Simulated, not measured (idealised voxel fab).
Title: Process Module voxel self aligned contacts
Section cut is 260 nm wide and gridded with 5 nm square cells.
Just so we're on the same page, the cross-sections are grids of square cells, and they're listed out in bands top to bottom, each band one or more rows deep.
Within each band entry, the heights of the top and of the bottom of the band appear first, in that order and in nm; the materials of the band then follow from left to right, each with its corresponding width in nm. The designation "throughout" on a single material indicates that it fills the band from edge to edge; the designation "blank" indicates empty space.
Convention: height 0 is the level below which the wafer, as received, is all one material. The lowest band does not terminate at the bottom but continues downward, represented as "top 0, no bottom".
A width such as "30..40" changes by the same amount from each row of cells to the next, from the band's top row to its bottom row.
Given "no modification" for a step, no cell of the cross-section differs between before and after that step.
In the "Listed closed voids" entry, you get each enclosed empty space of 8 cells or more, one with no open way to the top, written width x height at distance, distance from the left edge, in nm.
If you see something after the settings on a step's line, that's the simulator's own remark about that step.
When a step includes a mask, the "overlay nm" setting on its line states how far to the right of its planned place that mask lay, and negative values state how far to the left.

### List of planned process steps
1: op RECEIVE | material Si
2: op CONFORMAL_DEP | material SiO2 | thk nm 5
3: op DIRECTIONAL_DEP | material polySi | thk nm 30
4: op DIRECTIONAL_DEP | material SiN | thk nm 15
5: op MASKED_ETCH | tone cover | mask id GATE | width nm 25 | pitch nm 55 | etch materials SiN | depth nm 15 | overlay nm 0
6: op MASKED_ETCH | tone cover | mask id GATE | width nm 25 | pitch nm 55 | etch materials polySi | depth nm 30 | overlay nm 0
7: op CONFORMAL_DEP | material SiN | thk nm 5
8: op DIRECTIONAL_ETCH | etch materials SiN | depth nm 5
9: op FILL_DEP | material SiO2 | thk nm 20
10: op CMP | height nm 60
11: op PATTERN | tone open | mask id CONTACT | material resist | width nm 40 | thk nm 20 | overlay nm 0
12: op DIRECTIONAL_ETCH | etch materials SiO2 | depth nm 60
13: op STRIP | etch materials resist
14: op CONFORMAL_DEP | material TiN | thk nm 5
15: op FILL_DEP | material Ru | thk nm 5
16: op CMP | height nm 60
17: op CONFORMAL_DEP | material SiCN | thk nm 5

### Delivered wafer in cross-section: state after step 1
- top 0, no bottom = Si throughout
- Listed closed voids: none

### Looking at the first of two wafers in cross-section at end of module - ran to plan
- top 65, bottom 60 = SiCN throughout
- top 60, bottom 50 = 110 nm SiO2 | 5..15 nm TiN | 30..10 nm Ru | 5..15 nm TiN | 110 nm SiO2
- top 50, bottom 35 = 85 nm SiO2 | 35 nm SiN | 5 nm TiN | 10 nm Ru | 5 nm TiN | 35 nm SiN | 85 nm SiO2
- top 35, bottom 5 = 85 nm SiO2 | 5 nm SiN | 25 nm polySi | 5 nm SiN | 5 nm TiN | 10 nm Ru | 5 nm TiN | 5 nm SiN | 25 nm polySi | 5 nm SiN | 85 nm SiO2
- top 5, bottom 0 = 120 nm SiO2 | 20 nm TiN | 120 nm SiO2
- top 0, no bottom = Si throughout
- Listed closed voids: none

### Same start, same plan as the first wafer - but one mistake in the run. Cross-section of the second of the two at the end of the module
- top 65, bottom 60 = SiCN throughout
- top 60, bottom 50 = 120 nm SiO2 | 5 nm TiN | 30..10 nm Ru | 5..25 nm TiN | 100 nm SiO2
- top 50, bottom 35 = 85 nm SiO2 | 35 nm SiN | 5 nm TiN | 10 nm Ru | 5 nm TiN | 35 nm SiN | 85 nm SiO2
- top 35, bottom 5 = 85 nm SiO2 | 5 nm SiN | 25 nm polySi | 5 nm SiN | 5 nm TiN | 10 nm Ru | 5 nm TiN | 5 nm SiN | 25 nm polySi | 5 nm SiN | 85 nm SiO2
- top 5, bottom 0 = 120 nm SiO2 | 20 nm TiN | 120 nm SiO2
- top 0, no bottom = Si throughout
- Listed closed voids: none
What broke from the plan during processing? step 11 changed vs plan, executed as op PATTERN | tone open | mask id CONTACT | material resist | width nm 40 | thk nm 20 | overlay nm 10
Cell counts per material: same on both final wafers. Positions: different.
